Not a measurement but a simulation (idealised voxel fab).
Process module under the name voxel self aligned vias
Section shown: cut. Width: 260 nm. Cell size: 5 nm, square.
For the purposes of this document, a cross-section shall be understood as a grid of square cells, specified as bands listed in top-to-bottom order, each band consisting of one or more rows of cells. Read a band's entry like this: the first values are the height of its top and the height of its bottom in nm, and what follows is the sequence of materials from left to right, each with its width in nm. Note that "air" is empty space, and that a single material marked "full width" reaches across the band from edge to edge. Where do heights start? At 0: under that level the wafer as delivered is made of one material only. And the lowest band has no floor; it just carries on downward, as in "0 and below". Width "30 to 40": first value at the band's top row of cells, second value at its bottom row, equal change from row to row. Basically "remained the same" means that step didn't change any cell in the cross-section. "Enclosed voids": sealed empty spaces, 8 cells or more, no open way to top, listed width x height at distance, with distance from the left edge and width, height and distance in nm. Read whatever lies past the settings on a step's line as the simulator's own remark about the step. A step line may carry the setting "overlay nm", which, for steps involving a mask, states the distance by which the mask lay to the right of its intended position; negative values denote displacement to the left.
This section lists the process steps that were planned
1. RECEIVE [material Si]
2. CONFORMAL_DEP [material SiO2] [thk nm 10]
3. CONFORMAL_DEP [material SiCN] [thk nm 5]
4. DIRECTIONAL_DEP [material lowk] [thk nm 30]
5. MASKED_ETCH [tone open] [mask id LINES] [width nm 30] [pitch nm 70] [etch materials lowk] [depth nm 30] [overlay nm -15]
6. CONFORMAL_DEP [material TiN] [thk nm 5]
7. FILL_DEP [material Ru] [thk nm 5]
8. CMP [height nm 45]
9. SELECTIVE_ETCH [etch materials W Ru TiN] [depth nm 10]
10. FILL_DEP [material SiN] [thk nm 5]
11. CMP [height nm 45]
12. DIRECTIONAL_DEP [material lowk] [thk nm 15]
13. MASKED_ETCH [tone open] [mask id VIAS] [width nm 50] [pitch nm 140] [etch materials lowk] [depth nm 15] [overlay nm 0]
14. MASKED_ETCH [tone open] [mask id VIAS] [width nm 50] [pitch nm 140] [etch materials SiN] [depth nm 10] [overlay nm 0]
15. CONFORMAL_DEP [material TiN] [thk nm 5]
16. FILL_DEP [material Ru] [thk nm 10]
17. CMP [height nm 60]
18. CONFORMAL_DEP [material SiCN] [thk nm 5]
Wafer-to-wafer difference: overlay nm, step 5. Common start. Plan = first wafer's value.
After step 1, as received: first of several wafers, cross-section
> 0 and below | Si full width
> Enclosed voids: none
Cross-section of the first of several wafers, taken after step 18, where the module ends
> 65 down to 60 | SiCN full width
> 60 down to 50 | lowk=35; TiN=5; Ru=40; TiN=5; lowk=90; TiN=5; Ru=40; TiN=5; lowk=35
> 50 down to 45 | lowk=35; TiN=5; Ru=15; TiN=30; lowk=90; TiN=5; Ru=15; TiN=30; lowk=35
> 45 down to 40 | lowk=30; SiN=5; TiN=5; Ru=15; TiN=5; lowk=40; SiN=30; lowk=40; SiN=5; TiN=5; Ru=15; TiN=5; lowk=60
> 40 down to 35 | lowk=30; SiN=5; TiN=25; lowk=40; SiN=30; lowk=40; SiN=5; TiN=25; lowk=60
> 35 down to 20 | lowk=30; TiN=5; Ru=20; TiN=5; lowk=40; TiN=5; Ru=20; TiN=5; lowk=40; TiN=5; Ru=20; TiN=5; lowk=60
> 20 down to 15 | lowk=30; TiN=30; lowk=40; TiN=30; lowk=40; TiN=30; lowk=60
> 15 down to 10 | SiCN full width
> 10 down to 0 | SiO2 full width
> 0 and below | Si full width
> Enclosed voids: none
Here we cross-sectioned the last of the wafers once the module was done
> 65 down to 60 | SiCN full width
> 60 down to 50 | lowk=35; TiN=5; Ru=40; TiN=5; lowk=90; TiN=5; Ru=40; TiN=5; lowk=35
> 50 down to 45 | lowk=35; TiN=30; Ru=15; TiN=5; lowk=90; TiN=30; Ru=15; TiN=5; lowk=35
> 45 down to 40 | lowk=60; TiN=5; Ru=15; TiN=5; SiN=5; lowk=40; SiN=30; lowk=40; TiN=5; Ru=15; TiN=5; SiN=5; lowk=30
> 40 down to 35 | lowk=60; TiN=25; SiN=5; lowk=40; SiN=30; lowk=40; TiN=25; SiN=5; lowk=30
> 35 down to 20 | lowk=60; TiN=5; Ru=20; TiN=5; lowk=40; TiN=5; Ru=20; TiN=5; lowk=40; TiN=5; Ru=20; TiN=5; lowk=30
> 20 down to 15 | lowk=60; TiN=30; lowk=40; TiN=30; lowk=40; TiN=30; lowk=30
> 15 down to 10 | SiCN full width
> 10 down to 0 | SiO2 full width
> 0 and below | Si full width
> Enclosed voids: none
Per wafer (row), end of module: delta in cells per material since receipt, (+) for gained, (-) for lost; closed voids after that
overlay nm -15 | +80 Ru | +104 SiCN | +16 SiN | +104 SiO2 | +72 TiN | +300 lowk | Enclosed voids: none
overlay nm -10 | +84 Ru | +104 SiCN | +12 SiN | +104 SiO2 | +72 TiN | +300 lowk | Enclosed voids: none
overlay nm -5 | +84 Ru | +104 SiCN | +12 SiN | +104 SiO2 | +72 TiN | +300 lowk | Enclosed voids: none
overlay nm 0 | +84 Ru | +104 SiCN | +12 SiN | +104 SiO2 | +72 TiN | +300 lowk | Enclosed voids: none
overlay nm 5 | +84 Ru | +104 SiCN | +12 SiN | +104 SiO2 | +72 TiN | +300 lowk | Enclosed voids: none
overlay nm 10 | +84 Ru | +104 SiCN | +12 SiN | +104 SiO2 | +72 TiN | +300 lowk | Enclosed voids: none
overlay nm 15 | +80 Ru | +104 SiCN | +16 SiN | +104 SiO2 | +72 TiN | +300 lowk | Enclosed voids: none
